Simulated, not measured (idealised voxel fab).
voxel double patterning: a process module
Displayed cross-section: cut, width of 235 nm, square cells sized 5 nm.
If you're reading a cross-section in this doc, picture square cells in a grid; it comes to you as bands, top ones listed first down to the bottom, and a band can be one or more rows of cells. This entry defines a band. It first specifies the height of the band's top and the height of its bottom in nm, and then specifies the band's materials from left to right, stating each material with its width in nm. The word "all across" identifies a single material that fills the band from edge to edge, while the word "air" identifies empty space. Beneath 0, the wafer as received is one material, and that level is where height counting begins. The lowest band goes on downward without a bottom; it is written like "0 -> down". So if you see something like "30 to 40" for the width, read it as the top row of the band sitting at the first number and the bottom row at the second, with every row in between moving by the same amount as the last. Where a step carries "nothing altered", the cross-section came out of it unchanged, cell for cell. For the entry "Sealed void list", the listed items are empty spaces with no open way to the top whose size is 8 cells or more; each item follows the pattern width x height at distance, where distance is from the left edge and all three are in nm. If you see something after the settings on a step's line, that's the simulator's own remark about that step. A step's line can hold "overlay nm"; with a mask on that step, the setting says how far right of the planned place the mask lay, while a negative setting says it lay to the left.

### Process steps - plan
| 1 | RECEIVE [material Si] |
| 2 | CONFORMAL_DEP [material SiN] [thk nm 5] |
| 3 | DIRECTIONAL_DEP [material SiO2] [thk nm 15] |
| 4 | DIRECTIONAL_DEP [material SiCN] [thk nm 10] |
| 5 | PATTERN [tone open] [mask id FIRST] [material resist] [width nm 15] [pitch nm 50] [thk nm 15] [overlay nm 0] |
| 6 | DIRECTIONAL_ETCH [etch materials SiCN] [depth nm 10] |
| 7 | STRIP [etch materials resist] |
| 8 | MASKED_ETCH [tone open] [mask id SECOND] [width nm 15] [etch materials SiCN] [depth nm 10] [overlay nm 0] |
| 9 | DIRECTIONAL_ETCH [etch materials SiO2] [depth nm 5] |
| 10 | STRIP [etch materials SiCN] |
Same starting wafers, different depth nm at step 9. Plan value belongs to the first wafer.

### Cross-section, first of several wafers, as delivered after step 1
  0 -> down = Si all across
  Sealed void list: none

### Gained (+) or lost (-) cells of each material since receipt, then closed voids: one row per wafer, at the end of the module
depth nm 5 | +47 SiN | +132 SiO2 | Sealed void list: none
depth nm 10 | +47 SiN | +123 SiO2 | Sealed void list: none
depth nm 15 | +47 SiN | +114 SiO2 | Sealed void list: none
depth nm 20 | +47 SiN | +114 SiO2 | Sealed void list: none
depth nm 25 | +47 SiN | +114 SiO2 | Sealed void list: none
depth nm 30 | +47 SiN | +114 SiO2 | Sealed void list: none
